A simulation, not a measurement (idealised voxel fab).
process module | voxel gate over fins
cross-section cut | 280 nm wide | cells 5 nm
A cross-section is a grid of square cells, given in bands from the top down. A band is one or more rows of cells.
Each band's line starts with the height of the band's top and of its bottom, in nm. Then come its materials from left to right, each with its width in nm. One material with "throughout" fills the band from edge to edge. "air" is empty space.
Height 0 is the level under which the wafer as received is all one material. The lowest band goes on downwards, as in "0 down".
A width such as "30 to 40" changes by the same amount from each row of cells to the next, from the band's top row to its bottom row.
"no change" after a step means that no cell of the cross-section changed.
closed voids: empty space of 8 cells or more with no open way to the top, each as width x height at its distance from the left edge, in nm
after a step's settings: what the simulator itself notes on the step
overlay nm, on a step with a mask: how far to the right of its planned place the mask lay; to the left if negative
plan
1 op RECEIVE | material Si
2 op CONFORMAL_DEP | material SiN | thk nm 5
3 op PATTERN | tone cover | mask id FINS | material resist | width nm 15 | pitch nm 45 | thk nm 20 | overlay nm 0
4 op DIRECTIONAL_ETCH | etch materials SiN | depth nm 5
5 op DIRECTIONAL_ETCH | etch materials Si | depth nm 30
6 op STRIP | etch materials resist
7 op FILL_DEP | material SiO2 | thk nm 5
8 op CMP | height nm 5
9 op SELECTIVE_ETCH | etch materials SiO2 | depth nm 15
10 op STRIP | etch materials SiN
11 op CONFORMAL_DEP | material HfO2 | thk nm 5
12 op CONFORMAL_DEP | material TiN | thk nm 5
13 op FILL_DEP | material W | thk nm 10
14 op CMP | height nm 15
15 op CONFORMAL_DEP | material SiCN | thk nm 5
as received, after step 1
  0 down: Si throughout
  closed voids: none
first wafer at the end, as planned
  20 to 15: SiCN throughout
  15 to 10: W throughout
  10 to 5: W 100 | TiN 35 | W 10 | TiN 35 | W 100
  5 to 0: W 100 | TiN 5 | HfO2 25 | TiN 5 | W 10 | TiN 5 | HfO2 25 | TiN 5 | W 100
  0 to -5: TiN 105 | HfO2 5 | Si 15 | HfO2 5 | TiN 20 | HfO2 5 | Si 15 | HfO2 5 | TiN 105
  -5 to -10: HfO2 110 | Si 15 | HfO2 30 | Si 15 | HfO2 110
  -10 to -30: SiO2 110 | Si 15 | SiO2 30 | Si 15 | SiO2 110
  -30 down: Si throughout
  closed voids: none
second wafer at the end: like start, like plan, one mistake
  20 to 15: SiO2 throughout
  15 to 10: W throughout
  10 to 5: W 100 | TiN 35 | W 10 | TiN 35 | W 100
  5 to 0: W 100 | TiN 5 | HfO2 25 | TiN 5 | W 10 | TiN 5 | HfO2 25 | TiN 5 | W 100
  0 to -5: TiN 105 | HfO2 5 | Si 15 | HfO2 5 | TiN 20 | HfO2 5 | Si 15 | HfO2 5 | TiN 105
  -5 to -10: HfO2 110 | Si 15 | HfO2 30 | Si 15 | HfO2 110
  -10 to -30: SiO2 110 | Si 15 | SiO2 30 | Si 15 | SiO2 110
  -30 down: Si throughout
  closed voids: none
what went wrong: step 15 ran as: op CONFORMAL_DEP | material SiO2 | thk nm 5
at the end the second wafer has, in cells: 56 fewer of SiCN | 56 more of SiO2
